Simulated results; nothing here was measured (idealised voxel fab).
voxel wiring stack: a process module
275 nm wide, 5 nm square cells: that's cross-section cut.
A cross-section in this document is a grid of square cells, and it is written down as bands, the top band listed before the ones below it; a band is made up of one or more rows of cells.
Band: top height; bottom height; in nm. Then, left to right: material with width in nm, for each material. "throughout": a single material spanning edge to edge. "empty": empty space.
Where do heights start? At 0: under that level the wafer as delivered is made of one material only. And the lowest band has no floor; it just carries on downward, as in "from 0 down".
The width entry "30->40" should be interpreted row by row: the top row of cells in the band takes the first number, the bottom row takes the second number, and the change between adjacent rows is uniform throughout.
Basically "left unchanged" means that step didn't change any cell in the cross-section.
"Sealed voids": sealed empty spaces, 8 cells or more, no open way to top, listed width x height at distance, with distance from the left edge and width, height and distance in nm.
On a step's line, text after the settings is the simulator commenting on that step.
"overlay nm" denotes, for a step that has a mask, the displacement of the mask to the right of its planned place, with negative values corresponding to the left.

**Process steps foreseen in the plan**
step 1: RECEIVE with material Si
step 2: CONFORMAL_DEP with material SiO2, thk nm 10
step 3: CONFORMAL_DEP with material SiN, thk nm 5
step 4: DIRECTIONAL_DEP with material lowk, thk nm 15
step 5: MASKED_ETCH with tone open, mask id METAL_1, width nm 30, pitch nm 60, etch materials lowk, depth nm 15, overlay nm 0
step 6: MASKED_ETCH with tone open, mask id METAL_1, width nm 30, pitch nm 60, etch materials SiN, depth nm 5, overlay nm 0
step 7: CONFORMAL_DEP with material TiN, thk nm 5
step 8: FILL_DEP with material W, thk nm 10
step 9: CMP with height nm 30
step 10: CONFORMAL_DEP with material SiCN, thk nm 5
step 11: DIRECTIONAL_DEP with material lowk, thk nm 10
step 12: DIRECTIONAL_DEP with material aC, thk nm 15
step 13: PATTERN with tone open, mask id PLUG_1, material resist, width nm 15, pitch nm 120, thk nm 35, overlay nm 0
step 14: DIRECTIONAL_ETCH with etch materials aC, depth nm 15
step 15: STRIP with etch materials resist
step 16: DIRECTIONAL_ETCH with etch materials lowk, depth nm 10
step 17: DIRECTIONAL_ETCH with etch materials SiCN, depth nm 5
step 18: STRIP with etch materials aC
step 19: CONFORMAL_DEP with material TiN, thk nm 5
step 20: FILL_DEP with material Ru, thk nm 5
step 21: CMP with height nm 45
step 22: DIRECTIONAL_DEP with material TiN, thk nm 5
step 23: DIRECTIONAL_DEP with material W, thk nm 15
step 24: MASKED_ETCH with tone cover, mask id METAL_2, width nm 30, pitch nm 60, etch materials W, depth nm 15, overlay nm 0
step 25: MASKED_ETCH with tone cover, mask id METAL_2, width nm 30, pitch nm 60, etch materials TiN, depth nm 5, overlay nm 0
step 26: CONFORMAL_DEP with material SiCN, thk nm 5
step 27: FILL_DEP with material SiO2, thk nm 5
step 28: CMP with height nm 65
step 29: CONFORMAL_DEP with material SiCN, thk nm 5
step 30: DIRECTIONAL_DEP with material SiO2, thk nm 25
step 31: DIRECTIONAL_DEP with material aC, thk nm 15
step 32: PATTERN with tone open, mask id METAL_3_HOLES, material resist, width nm 15, pitch nm 60, thk nm 35, overlay nm 0
step 33: DIRECTIONAL_ETCH with etch materials aC, depth nm 15
step 34: STRIP with etch materials resist
step 35: DIRECTIONAL_ETCH with etch materials SiO2, depth nm 25
step 36: STRIP with etch materials aC
step 37: DIRECTIONAL_DEP with material aC, thk nm 10
step 38: PATTERN with tone open, mask id METAL_3, material resist, width nm 30, pitch nm 60, thk nm 30, overlay nm 0
step 39: DIRECTIONAL_ETCH with etch materials aC, depth nm 10
step 40: STRIP with etch materials resist
step 41: DIRECTIONAL_ETCH with etch materials SiO2, depth nm 15
step 42: DIRECTIONAL_ETCH with etch materials SiCN, depth nm 5
step 43: STRIP with etch materials aC
step 44: CONFORMAL_DEP with material TiN, thk nm 5
step 45: FILL_DEP with material Cu, thk nm 5
step 46: CMP with height nm 95
step 47: CONFORMAL_DEP with material SiCN, thk nm 5

**Cross-section, incoming material, after step 1**
* from 0 down: Si throughout
* Sealed voids: none

**One mistake in running the module, otherwise start and plan as above: cross-section at the end**
* from 100 to 95: SiCN throughout
* from 95 to 85: SiO2=30  TiN=5  Cu=20  TiN=5  SiO2=30  TiN=5  Cu=20  TiN=5  SiO2=30  TiN=5  Cu=20  TiN=5  SiO2=30  TiN=5  Cu=20  TiN=5  SiO2=35
* from 85 to 80: SiO2=30  TiN=5  Cu=5  TiN=20  SiO2=30  TiN=5  Cu=5  TiN=20  SiO2=30  TiN=5  Cu=5  TiN=20  SiO2=30  TiN=5  Cu=5  TiN=20  SiO2=35
* from 80 to 70: SiO2=30  TiN=5  Cu=5  TiN=5  SiO2=45  TiN=5  Cu=5  TiN=5  SiO2=45  TiN=5  Cu=5  TiN=5  SiO2=45  TiN=5  Cu=5  TiN=5  SiO2=50
* from 70 to 65: SiCN=30  TiN=15  SiCN=45  TiN=15  SiCN=45  TiN=15  SiCN=45  TiN=15  SiCN=50
* from 65 to 55: W=30  SiCN=5  SiO2=20  SiCN=5  W=30  SiCN=5  SiO2=20  SiCN=5  W=30  SiCN=5  SiO2=20  SiCN=5  W=30  SiCN=5  SiO2=20  SiCN=5  W=35
* from 55 to 50: W=30  SiCN=30  W=30  SiCN=30  W=30  SiCN=30  W=30  SiCN=30  W=35
* from 50 to 45: TiN throughout
* from 45 to 35: lowk=30  TiN=5  Ru=5  TiN=5  lowk=105  TiN=5  Ru=5  TiN=5  lowk=110
* from 35 to 30: SiCN=30  TiN=15  SiCN=105  TiN=15  SiCN=110
* from 30 to 15: lowk=30  TiN=5  W=20  TiN=5  lowk=30  TiN=5  W=20  TiN=5  lowk=30  TiN=5  W=20  TiN=5  lowk=30  TiN=5  W=20  TiN=5  lowk=35
* from 15 to 10: SiN=30  TiN=30  SiN=30  TiN=30  SiN=30  TiN=30  SiN=30  TiN=30  SiN=35
* from 10 to 0: SiO2 throughout
* from 0 down: Si throughout
* Sealed voids: none
Error vs. plan: step 24 went in with a setting other than planned; the actual run was MASKED_ETCH with tone open, mask id METAL_2, width nm 30, pitch nm 60, etch materials W, depth nm 15, overlay nm 0
